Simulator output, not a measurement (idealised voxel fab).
Name of the process module below: voxel double patterning
150 nm wide, 5 nm square cells: that's cross-section cut.
A cross-section in this document is a grid of square cells, and it is written down as bands, the top band listed before the ones below it; a band is made up of one or more rows of cells. Top height, bottom height, nm. Materials left to right, width each, nm. Single material + "edge to edge" = fills band edge to edge. "air" = empty. Below 0: as-received wafer, all one material; heights counted from there. Lowest band: no bottom, goes on down, written "top 0, no bottom". Read "30..40" as a graded width: first number on top, second number at the bottom, same change between each pair of neighbouring rows. The designation "no modification", where it is given for a processing step, indicates that no cell of the cross-section was altered in the course of that step. Each empty space that has no open way to the top and spans at least 8 cells appears under "Unvented internal voids" as width x height at distance, the distance counted from the left edge, all in nm. On a step's line, text after the settings is the simulator commenting on that step. The optional step-line setting "overlay nm" applies to steps with a mask and quantifies how far to the right of its planned location the mask lay, a negative value indicating leftward placement.
Process steps - plan
1,RECEIVE (material Si)
2,CONFORMAL_DEP (material SiN; thk nm 5)
3,DIRECTIONAL_DEP (material SiO2; thk nm 20)
4,DIRECTIONAL_DEP (material SiCN; thk nm 5)
5,DIRECTIONAL_DEP (material aC; thk nm 10)
6,PATTERN (tone open; mask id FIRST; material resist; width nm 15; pitch nm 50; thk nm 25; overlay nm 0)
7,DIRECTIONAL_ETCH (etch materials aC; depth nm 10)
8,STRIP (etch materials resist)
9,DIRECTIONAL_ETCH (etch materials SiCN; depth nm 5)
10,STRIP (etch materials aC)
11,PATTERN (tone open; mask id SECOND; material resist; width nm 15; pitch nm 50; thk nm 15; overlay nm 0)
12,DIRECTIONAL_ETCH (etch materials SiCN; depth nm 5)
13,STRIP (etch materials resist)
14,DIRECTIONAL_ETCH (etch materials SiO2; depth nm 20)
15,STRIP (etch materials SiCN)
The following pertains to the first of two wafers, which was processed as planned
Shown in cross-section is the wafer as received, that is, as it stands after step 1
  top 0, no bottom = Si edge to edge
  Unvented internal voids: none
The wafer, seen in cross-section, after step 2
  top 5, bottom 0 = SiN edge to edge
  Below 0 it's all the same as before, nothing changed down there.
The wafer, seen in cross-section, after step 3
  top 25, bottom 5 = SiO2 edge to edge
  Below 5 it's all the same as before, nothing changed down there.
The wafer, seen in cross-section, after step 4
  top 30, bottom 25 = SiCN edge to edge
  Below 25 it's all the same as before, nothing changed down there.
The wafer, seen in cross-section, after step 5
  top 40, bottom 30 = aC edge to edge
  Below 30 it's all the same as before, nothing changed down there.
The wafer, seen in cross-section, after step 6
  top 65, bottom 40 = resist=15 / air=15 / resist=35 / air=15 / resist=35 / air=15 / resist=20
  Below 40 it's all the same as before, nothing changed down there.
The wafer, seen in cross-section, after step 7
  top 55, bottom 40 = resist=15 / air=15 / resist=35 / air=15 / resist=35 / air=15 / resist=20
  top 40, bottom 30 = aC=15 / air=15 / aC=35 / air=15 / aC=35 / air=15 / aC=20
  Below 30 it's all the same as before, nothing changed down there.
The wafer, seen in cross-section, after step 8
  top 40, bottom 30 = aC=15 / air=15 / aC=35 / air=15 / aC=35 / air=15 / aC=20
  Below 30 it's all the same as before, nothing changed down there.
The wafer, seen in cross-section, after step 9
  top 40, bottom 30 = aC=15 / air=15 / aC=35 / air=15 / aC=35 / air=15 / aC=20
  top 30, bottom 25 = SiCN=15 / air=15 / SiCN=35 / air=15 / SiCN=35 / air=15 / SiCN=20
  Below 25 it's all the same as before, nothing changed down there.
The wafer, seen in cross-section, after step 10
  top 30, bottom 25 = SiCN=15 / air=15 / SiCN=35 / air=15 / SiCN=35 / air=15 / SiCN=20
  Below 25 it's all the same as before, nothing changed down there.
The wafer, seen in cross-section, after step 11
  top 45, bottom 30 = resist=40 / air=15 / resist=35 / air=15 / resist=45
  top 30, bottom 25 = SiCN=15 / resist=15 / SiCN=35 / resist=15 / SiCN=35 / resist=15 / SiCN=20
  Below 25 it's all the same as before, nothing changed down there.
The wafer, seen in cross-section, after step 12
  top 45, bottom 30 = resist=40 / air=15 / resist=35 / air=15 / resist=45
  top 30, bottom 25 = SiCN=15 / resist=15 / SiCN=10 / air=15 / SiCN=10 / resist=15 / SiCN=10 / air=15 / SiCN=10 / resist=15 / SiCN=20
  Below 25 it's all the same as before, nothing changed down there.
The wafer, seen in cross-section, after step 13
  top 30, bottom 25 = SiCN=15 / air=15 / SiCN=10 / air=15 / SiCN=10 / air=15 / SiCN=10 / air=15 / SiCN=10 / air=15 / SiCN=20
  Below 25 it's all the same as before, nothing changed down there.
The wafer, seen in cross-section, after step 14
  top 30, bottom 25 = SiCN=15 / air=15 / SiCN=10 / air=15 / SiCN=10 / air=15 / SiCN=10 / air=15 / SiCN=10 / air=15 / SiCN=20
  top 25, bottom 5 = SiO2=15 / air=15 / SiO2=10 / air=15 / SiO2=10 / air=15 / SiO2=10 / air=15 / SiO2=10 / air=15 / SiO2=20
  Below 5 it's all the same as before, nothing changed down there.
The wafer, seen in cross-section, after step 15
  top 25, bottom 5 = SiO2=15 / air=15 / SiO2=10 / air=15 / SiO2=10 / air=15 / SiO2=10 / air=15 / SiO2=10 / air=15 / SiO2=20
  Below 5 it's all the same as before, nothing changed down there.
The second wafer: identical to the first at the outset and in its planned sequence, differing only in that one mistake was made during processing; up to and including step 5, its path is the first wafer's path
Second wafer cross-section, taken as of the time the plan sets for step 6 to be done
  top 65, bottom 40 = resist=15 / air=20 / resist=30 / air=20 / resist=30 / air=20 / resist=15
  Below 40 it's all the same as before, nothing changed down there.
Second wafer cross-section, taken as of the time the plan sets for step 7 to be done
  top 55, bottom 40 = resist=15 / air=20 / resist=30 / air=20 / resist=30 / air=20 / resist=15
  top 40, bottom 30 = aC=15 / air=20 / aC=30 / air=20 / aC=30 / air=20 / aC=15
  Below 30 it's all the same as before, nothing changed down there.
Second wafer cross-section, taken as of the time the plan sets for step 8 to be done
  top 40, bottom 30 = aC=15 / air=20 / aC=30 / air=20 / aC=30 / air=20 / aC=15
  Below 30 it's all the same as before, nothing changed down there.
Second wafer cross-section, taken as of the time the plan sets for step 9 to be done
  top 40, bottom 30 = aC=15 / air=20 / aC=30 / air=20 / aC=30 / air=20 / aC=15
  top 30, bottom 25 = SiCN=15 / air=20 / SiCN=30 / air=20 / SiCN=30 / air=20 / SiCN=15
  Below 25 it's all the same as before, nothing changed down there.
Second wafer cross-section, taken as of the time the plan sets for step 10 to be done
  top 30, bottom 25 = SiCN=15 / air=20 / SiCN=30 / air=20 / SiCN=30 / air=20 / SiCN=15
  Below 25 it's all the same as before, nothing changed down there.
Second wafer cross-section, taken as of the time the plan sets for step 11 to be done
  top 45, bottom 30 = resist=40 / air=15 / resist=35 / air=15 / resist=45
  top 30, bottom 25 = SiCN=15 / resist=20 / SiCN=30 / resist=20 / SiCN=30 / resist=20 / SiCN=15
  Below 25 it's all the same as before, nothing changed down there.
Second wafer cross-section, taken as of the time the plan sets for step 12 to be done
  top 45, bottom 30 = resist=40 / air=15 / resist=35 / air=15 / resist=45
  top 30, bottom 25 = SiCN=15 / resist=20 / SiCN=5 / air=15 / SiCN=10 / resist=20 / SiCN=5 / air=15 / SiCN=10 / resist=20 / SiCN=15
  Below 25 it's all the same as before, nothing changed down there.
Second wafer cross-section, taken as of the time the plan sets for step 13 to be done
  top 30, bottom 25 = SiCN=15 / air=20 / SiCN=5 / air=15 / SiCN=10 / air=20 / SiCN=5 / air=15 / SiCN=10 / air=20 / SiCN=15
  Below 25 it's all the same as before, nothing changed down there.
Second wafer cross-section, taken as of the time the plan sets for step 14 to be done
  top 30, bottom 25 = SiCN=15 / air=20 / SiCN=5 / air=15 / SiCN=10 / air=20 / SiCN=5 / air=15 / SiCN=10 / air=20 / SiCN=15
  top 25, bottom 5 = SiO2=15 / air=20 / SiO2=5 / air=15 / SiO2=10 / air=20 / SiO2=5 / air=15 / SiO2=10 / air=20 / SiO2=15
  Below 5 it's all the same as before, nothing changed down there.
Second wafer cross-section, taken as of the time the plan sets for step 15 to be done
  top 25, bottom 5 = SiO2=15 / air=20 / SiO2=5 / air=15 / SiO2=10 / air=20 / SiO2=5 / air=15 / SiO2=10 / air=20 / SiO2=15
  Below 5 it's all the same as before, nothing changed down there.
Want to know what went wrong? step 6: run off-plan, actual operation and settings PATTERN (tone open; mask id FIRST; material resist; width nm 20; pitch nm 50; thk nm 25; overlay nm 0)
Heads up, by the end the second wafer has more or fewer cells of some materials compared to the first: SiO2: 12 fewer
